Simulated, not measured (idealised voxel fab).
voxel air gaps: a process module
The cross-section on display is named cut; it measures 300 nm wide, and its cells are 5 nm squares.
Square cells in a grid make up a cross-section in this document, and the grid is given as bands, listed from the top down, each one or more rows of cells. This entry defines a band. It first specifies the height of the band's top and the height of its bottom in nm, and then specifies the band's materials from left to right, stating each material with its width in nm. The word "throughout" identifies a single material that fills the band from edge to edge, while the word "empty" identifies empty space. Ref level 0: as-received wafer is one material below here. Bottom band extends down with no lower bound ("0 and below"). Read "30->40" as a graded width: first number on top, second number at the bottom, same change between each pair of neighbouring rows. Step note "nothing got changed" = no cross-section cell changed. Each empty space that has no open way to the top and spans at least 8 cells appears under "Closed cavities" as width x height at distance, the distance counted from the left edge, all in nm. Heads up: the bit after the settings on a step's line is the simulator's remark on that step. overlay nm: mask offset rightward from planned place, masked step; negative means leftward offset.
[The following list gives the planned process steps]
| 1 | RECEIVE (material Si) |
| 2 | CONFORMAL_DEP (material SiO2; thk nm 10) |
| 3 | CONFORMAL_DEP (material SiN; thk nm 5) |
| 4 | DIRECTIONAL_DEP (material SiO2; thk nm 40) |
| 5 | MASKED_ETCH (tone open; mask id LINES; width nm 20; pitch nm 45; etch materials SiO2; depth nm 40; overlay nm 0) |
| 6 | CONFORMAL_DEP (material TiN; thk nm 5) |
| 7 | FILL_DEP (material W; thk nm 10) |
| 8 | CMP (height nm 55) |
| 9 | EPI (material Ru; thk nm 10) |
| 10 | SELECTIVE_ETCH (etch materials SiO2; depth nm 50) |
| 11 | CONFORMAL_DEP (material SiN; thk nm 5) |
[First wafer, two in total, run as planned]
[Cross-sectional view of the wafer in its as-received condition, corresponding to the state after step 1]
0 and below  Si throughout
Closed cavities: none
[Wafer after step 2 (cross-section)]
10 down to 0  SiO2 throughout
Whatever lies below 0 is exactly as it was before.
[Wafer after step 3 (cross-section)]
15 down to 10  SiN throughout
Whatever lies below 10 is exactly as it was before.
[Wafer after step 4 (cross-section)]
55 down to 15  SiO2 throughout
Whatever lies below 15 is exactly as it was before.
[Wafer after step 5 (cross-section)]
55 down to 15  70 SiO2  20 empty  25 SiO2  20 empty  25 SiO2  20 empty  25 SiO2  20 empty  75 SiO2
Whatever lies below 15 is exactly as it was before.
[Wafer after step 6 (cross-section)]
60 down to 55  75 TiN  10 empty  35 TiN  10 empty  35 TiN  10 empty  35 TiN  10 empty  80 TiN
55 down to 20  70 SiO2  5 TiN  10 empty  5 TiN  25 SiO2  5 TiN  10 empty  5 TiN  25 SiO2  5 TiN  10 empty  5 TiN  25 SiO2  5 TiN  10 empty  5 TiN  75 SiO2
20 down to 15  70 SiO2  20 TiN  25 SiO2  20 TiN  25 SiO2  20 TiN  25 SiO2  20 TiN  75 SiO2
Whatever lies below 15 is exactly as it was before.
[Wafer after step 7 (cross-section)]
70 down to 60  W throughout
60 down to 55  75 TiN  10 W  35 TiN  10 W  35 TiN  10 W  35 TiN  10 W  80 TiN
55 down to 20  70 SiO2  5 TiN  10 W  5 TiN  25 SiO2  5 TiN  10 W  5 TiN  25 SiO2  5 TiN  10 W  5 TiN  25 SiO2  5 TiN  10 W  5 TiN  75 SiO2
Whatever lies below 20 is exactly as it was before.
[Wafer after step 8 (cross-section)]
55 down to 20  70 SiO2  5 TiN  10 W  5 TiN  25 SiO2  5 TiN  10 W  5 TiN  25 SiO2  5 TiN  10 W  5 TiN  25 SiO2  5 TiN  10 W  5 TiN  75 SiO2
Whatever lies below 20 is exactly as it was before.
[Wafer after step 9 (cross-section)]
65 down to 55  60 empty  40 Ru  5 empty  40 Ru  5 empty  40 Ru  5 empty  40 Ru  65 empty
Whatever lies below 55 is exactly as it was before.
[Wafer after step 10 (cross-section)]
65 down to 55  60 empty  40 Ru  5 empty  40 Ru  5 empty  40 Ru  5 empty  40 Ru  65 empty
55 down to 20  70 empty  5 TiN  10 W  5 TiN  25 empty  5 TiN  10 W  5 TiN  25 empty  5 TiN  10 W  5 TiN  25 empty  5 TiN  10 W  5 TiN  75 empty
20 down to 15  70 empty  20 TiN  25 empty  20 TiN  25 empty  20 TiN  25 empty  20 TiN  75 empty
Whatever lies below 15 is exactly as it was before.
[Wafer after step 11 (cross-section)]
70 down to 65  55 empty  185 SiN  60 empty
65 down to 55  55 empty  5 SiN  40 Ru  5 SiN  40 Ru  5 SiN  40 Ru  5 SiN  40 Ru  5 SiN  60 empty
55 down to 50  55 empty  15 SiN  5 TiN  10 W  5 TiN  25 SiN  5 TiN  10 W  5 TiN  25 SiN  5 TiN  10 W  5 TiN  25 SiN  5 TiN  10 W  5 TiN  15 SiN  60 empty
50 down to 20  65 empty  5 SiN  5 TiN  10 W  5 TiN  5 SiN  15 empty  5 SiN  5 TiN  10 W  5 TiN  5 SiN  15 empty  5 SiN  5 TiN  10 W  5 TiN  5 SiN  15 empty  5 SiN  5 TiN  10 W  5 TiN  5 SiN  70 empty
20 down to 15  70 SiN  20 TiN  25 SiN  20 TiN  25 SiN  20 TiN  25 SiN  20 TiN  75 SiN
Whatever lies below 15 is exactly as it was before.
Closed cavities: 15 x 30 at 95; 15 x 30 at 140; 15 x 30 at 185
[The remaining wafer, second of the two, started like the first and was run to the same plan, except that one mistake was made along the way; the two coincide through step 8, inclusive]
[Cross-section of the second wafer corresponding to the planned conclusion of step 9]
75 down to 55  50 empty  195 Ru  55 empty
Whatever lies below 55 is exactly as it was before.
[Cross-section of the second wafer corresponding to the planned conclusion of step 10]
75 down to 55  50 empty  195 Ru  55 empty
55 down to 20  70 empty  5 TiN  10 W  5 TiN  25 SiO2  5 TiN  10 W  5 TiN  25 SiO2  5 TiN  10 W  5 TiN  25 SiO2  5 TiN  10 W  5 TiN  75 empty
20 down to 15  70 empty  20 TiN  25 SiO2  20 TiN  25 SiO2  20 TiN  25 SiO2  20 TiN  75 empty
Whatever lies below 15 is exactly as it was before.
[Cross-section of the second wafer corresponding to the planned conclusion of step 11]
80 down to 75  45 empty  205 SiN  50 empty
75 down to 55  45 empty  5 SiN  195 Ru  5 SiN  50 empty
55 down to 50  45 empty  25 SiN  5 TiN  10 W  5 TiN  25 SiO2  5 TiN  10 W  5 TiN  25 SiO2  5 TiN  10 W  5 TiN  25 SiO2  5 TiN  10 W  5 TiN  25 SiN  50 empty
50 down to 20  65 empty  5 SiN  5 TiN  10 W  5 TiN  25 SiO2  5 TiN  10 W  5 TiN  25 SiO2  5 TiN  10 W  5 TiN  25 SiO2  5 TiN  10 W  5 TiN  5 SiN  70 empty
20 down to 15  70 SiN  20 TiN  25 SiO2  20 TiN  25 SiO2  20 TiN  25 SiO2  20 TiN  75 SiN
Whatever lies below 15 is exactly as it was before.
What went wrong in running the wafer? step 9 of the plan saw execution twice
It is noted that, at the conclusion of processing, the second wafer exhibits a higher or lower cell count for certain materials relative to the first: +92 Ru, -60 SiN, +120 SiO2
So at the end we're looking at 3 closed voids on the first wafer and 0 on the second.
